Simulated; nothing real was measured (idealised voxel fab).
process module | voxel self aligned vias
cross-section cut | 300 nm wide | cells 5 nm
A cross-section is a grid of square cells, given in bands from the top down. A band is one or more rows of cells.
Each band's line starts with the height of the band's top and of its bottom, in nm. Then come its materials from left to right, each with its width in nm. One material with "throughout" fills the band from edge to edge. "air" is empty space.
Height 0 is the level under which the wafer as received is all one material. The lowest band goes on downwards, as in "0 down".
A width such as "30 to 40" changes by the same amount from each row of cells to the next, from the band's top row to its bottom row.
"no change" after a step means that no cell of the cross-section changed.
closed voids: empty space of 8 cells or more with no open way to the top, each as width x height at its distance from the left edge, in nm
after a step's settings: what the simulator itself notes on the step
overlay nm, on a step with a mask: how far to the right of its planned place the mask lay; to the left if negative
plan
1 op RECEIVE | material Si
2 op CONFORMAL_DEP | material SiO2 | thk nm 10
3 op CONFORMAL_DEP | material SiCN | thk nm 5
4 op DIRECTIONAL_DEP | material lowk | thk nm 20
5 op DIRECTIONAL_DEP | material aC | thk nm 15
6 op PATTERN | tone open | mask id LINES | material resist | width nm 25 | pitch nm 50 | thk nm 35 | overlay nm 0
7 op DIRECTIONAL_ETCH | etch materials aC | depth nm 15
8 op STRIP | etch materials resist
9 op DIRECTIONAL_ETCH | etch materials lowk | depth nm 20
10 op STRIP | etch materials aC
11 op CONFORMAL_DEP | material TiN | thk nm 5
12 op FILL_DEP | material W | thk nm 5
13 op CMP | height nm 35
14 op SELECTIVE_ETCH | etch materials W Ru TiN | depth nm 5
15 op FILL_DEP | material SiN | thk nm 5
16 op CMP | height nm 35
17 op DIRECTIONAL_DEP | material lowk | thk nm 15
18 op DIRECTIONAL_DEP | material aC | thk nm 10
19 op PATTERN | tone open | mask id VIAS | material resist | width nm 35 | thk nm 30 | overlay nm 0
20 op DIRECTIONAL_ETCH | etch materials aC | depth nm 10
21 op STRIP | etch materials resist
22 op DIRECTIONAL_ETCH | etch materials lowk | depth nm 15
23 op DIRECTIONAL_ETCH | etch materials SiN | depth nm 5
24 op STRIP | etch materials aC
25 op CONFORMAL_DEP | material TiN | thk nm 5
26 op FILL_DEP | material Cu | thk nm 5
27 op CMP | height nm 50
28 op CONFORMAL_DEP | material SiN | thk nm 5
as received, after step 1
  0 down: Si throughout
  closed voids: none
a wafer at the end: this start, this plan, one mistake
  55 to 50: SiN throughout
  50 to 35: lowk 105 | TiN 5 | Cu 25 | TiN 5 | lowk 160
  35 to 30: lowk 105 | TiN 35 | lowk 20 | SiN 25 | lowk 115
  30 to 20: lowk 105 | TiN 10 | W 15 | TiN 10 | lowk 20 | TiN 5 | W 15 | TiN 5 | lowk 115
  20 to 15: lowk 110 | TiN 25 | lowk 25 | TiN 25 | lowk 115
  15 to 10: SiCN throughout
  10 to 0: SiO2 throughout
  0 down: Si throughout
  closed voids: none
what went wrong: step 22 was run twice
